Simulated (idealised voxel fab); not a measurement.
A process module follows: voxel air gaps.
Each square cell in cross-section cut measures 5 nm, and the section as a whole is 250 nm wide.
In this document a cross-section is written as a grid of square cells. It is given as a series of bands, listed from the top down, and a band is one or more rows of cells.
Band: top and bottom heights (nm) first, top before bottom; then materials from left to right, widths in nm. "edge to edge" marks a sole material filling the band edge to edge. "blank" denotes empty space.
Convention: height 0 is the level below which the wafer, as received, is all one material. The lowest band does not terminate at the bottom but continues downward, represented as "0 -> down".
Top row gets the first number, bottom row gets the second, and each row in between changes by the same step: that is how a band width like "30 to 40" works.
Given "all unchanged" for a step, no cell of the cross-section differs between before and after that step.
"Fully enclosed voids": sealed empty spaces, 8 cells or more, no open way to top, listed width x height at distance, with distance from the left edge and width, height and distance in nm.
Past the settings on a step's line: simulator remark, on that step.
"overlay nm" on a masked step: distance the mask lay right of its planned place, negative for left.
### Steps in the process plan
1: RECEIVE: material Si
2: CONFORMAL_DEP: material SiO2, thk nm 10
3: CONFORMAL_DEP: material SiN, thk nm 5
4: DIRECTIONAL_DEP: material lowk, thk nm 30
5: DIRECTIONAL_DEP: material aC, thk nm 15
6: PATTERN: tone open, mask id LINES, material resist, width nm 15, pitch nm 40, thk nm 35, overlay nm 0
7: DIRECTIONAL_ETCH: etch materials aC, depth nm 15
8: STRIP: etch materials resist
9: DIRECTIONAL_ETCH: etch materials lowk, depth nm 30
10: STRIP: etch materials aC
11: CONFORMAL_DEP: material TiN, thk nm 5
12: FILL_DEP: material Cu, thk nm 5
13: CMP: height nm 45
14: EPI: material Ru, thk nm 10
15: SELECTIVE_ETCH: etch materials lowk, depth nm 40
16: CONFORMAL_DEP: material SiN, thk nm 5
### Incoming wafer, cross-sectional view, post step 1
    0 -> down: Si edge to edge
    Fully enclosed voids: none
### Sectioned view, first of two wafers, at the close of the module, processed as intended in the plan
    60 -> 55: 40 blank, 165 SiN, 45 blank
    55 -> 45: 40 blank, 5 SiN, 35 Ru, 5 SiN, 35 Ru, 5 SiN, 35 Ru, 5 SiN, 35 Ru, 5 SiN, 45 blank
    45 -> 40: 40 blank, 15 SiN, 5 TiN, 5 Cu, 5 TiN, 25 SiN, 5 TiN, 5 Cu, 5 TiN, 25 SiN, 5 TiN, 5 Cu, 5 TiN, 25 SiN, 5 TiN, 5 Cu, 5 TiN, 15 SiN, 45 blank
    40 -> 20: 50 blank, 5 SiN, 5 TiN, 5 Cu, 5 TiN, 5 SiN, 15 blank, 5 SiN, 5 TiN, 5 Cu, 5 TiN, 5 SiN, 15 blank, 5 SiN, 5 TiN, 5 Cu, 5 TiN, 5 SiN, 15 blank, 5 SiN, 5 TiN, 5 Cu, 5 TiN, 5 SiN, 55 blank
    20 -> 15: 55 SiN, 15 TiN, 25 SiN, 15 TiN, 25 SiN, 15 TiN, 25 SiN, 15 TiN, 60 SiN
    15 -> 10: SiN edge to edge
    10 -> 0: SiO2 edge to edge
    0 -> down: Si edge to edge
    Fully enclosed voids: 15 x 20 at 75; 15 x 20 at 115; 15 x 20 at 155
### Wafer two (of two), end-of-module cross-section: start = wafer one, plan = wafer one, one run mistake
    60 -> 55: 40 blank, 165 SiN, 45 blank
    55 -> 45: 40 blank, 5 SiN, 35 Ru, 5 SiN, 35 Ru, 5 SiN, 35 Ru, 5 SiN, 35 Ru, 5 SiN, 45 blank
    45 -> 40: 40 blank, 15 SiN, 5 Ru, 5 Cu, 5 Ru, 25 SiN, 5 Ru, 5 Cu, 5 Ru, 25 SiN, 5 Ru, 5 Cu, 5 Ru, 25 SiN, 5 Ru, 5 Cu, 5 Ru, 15 SiN, 45 blank
    40 -> 20: 50 blank, 5 SiN, 5 Ru, 5 Cu, 5 Ru, 5 SiN, 15 blank, 5 SiN, 5 Ru, 5 Cu, 5 Ru, 5 SiN, 15 blank, 5 SiN, 5 Ru, 5 Cu, 5 Ru, 5 SiN, 15 blank, 5 SiN, 5 Ru, 5 Cu, 5 Ru, 5 SiN, 55 blank
    20 -> 15: 55 SiN, 15 Ru, 25 SiN, 15 Ru, 25 SiN, 15 Ru, 25 SiN, 15 Ru, 60 SiN
    15 -> 10: SiN edge to edge
    10 -> 0: SiO2 edge to edge
    0 -> down: Si edge to edge
    Fully enclosed voids: 15 x 20 at 75; 15 x 20 at 115; 15 x 20 at 155
Against the plan, the run slipped here: note that step 11 departed from the planned setting and was carried out as CONFORMAL_DEP: material Ru, thk nm 5
The second wafer ends with more or fewer cells of some materials than the first, per final count: Ru +52; TiN -52
